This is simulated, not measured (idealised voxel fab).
Process module, titled voxel local oxidation
For reference, the cross-section in this document is cut, with width 235 nm and square cells of 5 nm.
A cross-section in this document is a grid of square cells, and it is written down as bands, the top band listed before the ones below it; a band is made up of one or more rows of cells.
Quick guide to a band line: top height, bottom height (nm) up front; then every material left to right with its width in nm. Only one material and it's marked "everywhere"? Then it fills the band edge to edge. And "air" just means empty space.
Beneath 0, the wafer as received is one material, and that level is where height counting begins. The lowest band goes on downward without a bottom; it is written like "z 0 and below".
A width given as "30->40" starts at the first number in the band's top row and ends at the second number in its bottom row, shifting by an equal amount at every step from row to row.
No cell of the cross-section changed in a step that is given as "remained the same".
Reported under the label "Enclosed internal voids" are the empty spaces having no open way to the top and comprising 8 cells or more; the notation for each is width x height at distance, in which the distance is measured from the left edge and all three values are in nm.
Where a step's line continues beyond its settings, the continuation is a remark by the simulator itself on that step.
overlay nm: mask offset rightward from planned place, masked step; negative means leftward offset.
Intended process steps:
| 1 | RECEIVE (material Si) |
| 2 | OXIDIZE (depth nm 5) |
| 3 | CONFORMAL_DEP (material SiN; thk nm 15) |
| 4 | PATTERN (tone cover; mask id ACTIVE; material resist; width nm 130; thk nm 20; overlay nm -15) |
| 5 | DIRECTIONAL_ETCH (etch materials SiN; depth nm 15) |
| 6 | STRIP (etch materials resist) |
| 7 | SELECTIVE_ETCH (etch materials SiO2; depth nm 5) |
| 8 | OXIDIZE (depth nm 10) |
| 9 | STRIP (etch materials SiN) |
For clarity, it should be stated that the wafers under discussion commence in an identical condition and differ with respect to the overlay nm of step 4, the plan indicating the value that the first wafer had.
Sectional view: first of several wafers, as received, after step 1:
	z 0 and below: Si everywhere
	Enclosed internal voids: none
Module finished, last step 9 done: cross-section of the first of several wafers:
	z 0 to -5: 40 nm air  120 nm SiO2  75 nm air
	z -5 to -15: 50 nm SiO2  100 nm Si  85 nm SiO2
	z -15 and below: Si everywhere
	Enclosed internal voids: none
Cross-sectional depiction of the last of several wafers upon completion of the module:
	z 0 to -5: 70 nm air  120 nm SiO2  45 nm air
	z -5 to -15: 80 nm SiO2  100 nm Si  55 nm SiO2
	z -15 and below: Si everywhere
	Enclosed internal voids: none
Take any row and you have a wafer at the end of the module: how many cells of each material it has gained (+) or lost (-) since it was received, and then its closed voids:
overlay nm -15; -101 Si; +78 SiO2; Enclosed internal voids: none
overlay nm -10; -101 Si; +78 SiO2; Enclosed internal voids: none
overlay nm -5; -101 Si; +78 SiO2; Enclosed internal voids: none
overlay nm 0; -101 Si; +78 SiO2; Enclosed internal voids: none
overlay nm 5; -101 Si; +78 SiO2; Enclosed internal voids: none
overlay nm 10; -101 Si; +78 SiO2; Enclosed internal voids: none
overlay nm 15; -101 Si; +78 SiO2; Enclosed internal voids: none
